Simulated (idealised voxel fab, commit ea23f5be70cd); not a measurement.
process module | voxel self aligned contacts
cross-section cut | 210 nm wide | cells 5 nm
A cross-section is a grid of square cells, given in bands from the top down. A band is one or more rows of cells.
Each band's line starts with the height of the band's top and of its bottom, in nm. Then come its materials from left to right, each with its width in nm. One material with "throughout" fills the band from edge to edge. "air" is empty space.
Height 0 is the level under which the wafer as received is all one material. The lowest band goes on downwards, as in "0 down".
A width such as "30 to 40" changes by the same amount from each row of cells to the next, from the band's top row to its bottom row.
"no change" after a step means that no cell of the cross-section changed.
closed voids: empty space of 8 cells or more with no open way to the top, each as width x height at its distance from the left edge, in nm
after a step's settings: what the simulator itself notes on the step
overlay nm, on a step with a mask: how far to the right of its planned place the mask lay; to the left if negative
plan
1 op RECEIVE | material Si
2 op OXIDIZE | depth nm 5
3 op DIRECTIONAL_DEP | material polySi | thk nm 25
4 op DIRECTIONAL_DEP | material SiN | thk nm 20
5 op PATTERN | tone cover | mask id GATE | material resist | width nm 30 | pitch nm 55 | thk nm 15 | overlay nm 0
6 op DIRECTIONAL_ETCH | etch materials SiN | depth nm 20
7 op DIRECTIONAL_ETCH | etch materials polySi | depth nm 25
8 op STRIP | etch materials resist
9 op CONFORMAL_DEP | material SiN | thk nm 5
10 op DIRECTIONAL_ETCH | etch materials SiN | depth nm 5
11 op FILL_DEP | material SiO2 | thk nm 15
12 op CMP | height nm 55
13 op PATTERN | tone open | mask id CONTACT | material resist | width nm 35 | pitch nm 55 | thk nm 15 | overlay nm 0
14 op DIRECTIONAL_ETCH | etch materials SiO2 | depth nm 60
15 op STRIP | etch materials resist
16 op CONFORMAL_DEP | material TiN | thk nm 5
17 op FILL_DEP | material W | thk nm 10
18 op CMP | height nm 55
19 op CONFORMAL_DEP | material SiCN | thk nm 5
first wafer, as planned
as received, after step 1
  0 down: Si throughout
  closed voids: none
after step 2
  0 to -5: SiO2 throughout
  below -5: unchanged
after step 3
  25 to 0: polySi throughout
  below 0: unchanged
after step 4
  45 to 25: SiN throughout
  below 25: unchanged
after step 5
  60 to 45: air 35 | resist 30 | air 25 | resist 30 | air 25 | resist 30 | air 35
  below 45: unchanged
after step 6
  60 to 45: air 35 | resist 30 | air 25 | resist 30 | air 25 | resist 30 | air 35
  45 to 25: air 35 | SiN 30 | air 25 | SiN 30 | air 25 | SiN 30 | air 35
  below 25: unchanged
after step 7
  60 to 45: air 35 | resist 30 | air 25 | resist 30 | air 25 | resist 30 | air 35
  45 to 25: air 35 | SiN 30 | air 25 | SiN 30 | air 25 | SiN 30 | air 35
  25 to 0: air 35 | polySi 30 | air 25 | polySi 30 | air 25 | polySi 30 | air 35
  below 0: unchanged
after step 8
  45 to 25: air 35 | SiN 30 | air 25 | SiN 30 | air 25 | SiN 30 | air 35
  below 25: unchanged
after step 9
  50 to 25: air 30 | SiN 40 | air 15 | SiN 40 | air 15 | SiN 40 | air 30
  25 to 5: air 30 | SiN 5 | polySi 30 | SiN 5 | air 15 | SiN 5 | polySi 30 | SiN 5 | air 15 | SiN 5 | polySi 30 | SiN 5 | air 30
  5 to 0: SiN 35 | polySi 30 | SiN 25 | polySi 30 | SiN 25 | polySi 30 | SiN 35
  below 0: unchanged
after step 10
  45 to 25: air 30 | SiN 40 | air 15 | SiN 40 | air 15 | SiN 40 | air 30
  25 to 0: air 30 | SiN 5 | polySi 30 | SiN 5 | air 15 | SiN 5 | polySi 30 | SiN 5 | air 15 | SiN 5 | polySi 30 | SiN 5 | air 30
  below 0: unchanged
after step 11
  60 to 45: SiO2 throughout
  45 to 25: SiO2 30 | SiN 40 | SiO2 15 | SiN 40 | SiO2 15 | SiN 40 | SiO2 30
  25 to 0: SiO2 30 | SiN 5 | polySi 30 | SiN 5 | SiO2 15 | SiN 5 | polySi 30 | SiN 5 | SiO2 15 | SiN 5 | polySi 30 | SiN 5 | SiO2 30
  below 0: unchanged
after step 12
  55 to 45: SiO2 throughout
  below 45: unchanged
after step 13
  70 to 55: resist 60 | air 35 | resist 20 | air 35 | resist 60
  below 55: unchanged
after step 14
  70 to 55: resist 60 | air 35 | resist 20 | air 35 | resist 60
  55 to 45: SiO2 60 | air 35 | SiO2 20 | air 35 | SiO2 60
  45 to 25: SiO2 30 | SiN 40 | air 15 | SiN 40 | air 15 | SiN 40 | SiO2 30
  25 to 0: SiO2 30 | SiN 5 | polySi 30 | SiN 5 | air 15 | SiN 5 | polySi 30 | SiN 5 | air 15 | SiN 5 | polySi 30 | SiN 5 | SiO2 30
  0 to -5: SiO2 70 | air 15 | SiO2 40 | air 15 | SiO2 70
  below -5: unchanged
after step 15
  55 to 45: SiO2 60 | air 35 | SiO2 20 | air 35 | SiO2 60
  below 45: unchanged
after step 16
  60 to 55: TiN 65 | air 25 | TiN 30 | air 25 | TiN 65
  55 to 45: SiO2 60 | TiN 5 to 15 | air 25 to 5 | TiN 5 to 15 | SiO2 20 | TiN 5 to 15 | air 25 to 5 | TiN 5 to 15 | SiO2 60
  45 to 25: SiO2 30 | SiN 40 | TiN 5 | air 5 | TiN 5 | SiN 40 | TiN 5 | air 5 | TiN 5 | SiN 40 | SiO2 30
  25 to 0: SiO2 30 | SiN 5 | polySi 30 | SiN 5 | TiN 5 | air 5 | TiN 5 | SiN 5 | polySi 30 | SiN 5 | TiN 5 | air 5 | TiN 5 | SiN 5 | polySi 30 | SiN 5 | SiO2 30
  0 to -5: SiO2 70 | TiN 15 | SiO2 40 | TiN 15 | SiO2 70
  below -5: unchanged
after step 17
  70 to 60: W throughout
  60 to 55: TiN 65 | W 25 | TiN 30 | W 25 | TiN 65
  55 to 45: SiO2 60 | TiN 5 to 15 | W 25 to 5 | TiN 5 to 15 | SiO2 20 | TiN 5 to 15 | W 25 to 5 | TiN 5 to 15 | SiO2 60
  45 to 25: SiO2 30 | SiN 40 | TiN 5 | W 5 | TiN 5 | SiN 40 | TiN 5 | W 5 | TiN 5 | SiN 40 | SiO2 30
  25 to 0: SiO2 30 | SiN 5 | polySi 30 | SiN 5 | TiN 5 | W 5 | TiN 5 | SiN 5 | polySi 30 | SiN 5 | TiN 5 | W 5 | TiN 5 | SiN 5 | polySi 30 | SiN 5 | SiO2 30
  below 0: unchanged
after step 18
  55 to 45: SiO2 60 | TiN 5 to 15 | W 25 to 5 | TiN 5 to 15 | SiO2 20 | TiN 5 to 15 | W 25 to 5 | TiN 5 to 15 | SiO2 60
  below 45: unchanged
after step 19
  60 to 55: SiCN throughout
  below 55: unchanged
second wafer: like start, like plan, one mistake. Through step 17 it matches the first wafer
when step 18 should have ended
  65 to 60: W throughout
  below 60: unchanged
when step 19 should have ended
  70 to 65: SiCN throughout
  below 65: unchanged
what went wrong: step 18 ran as: op CMP | height nm 65
at the end the second wafer has, in cells: 32 more of TiN | 52 more of W
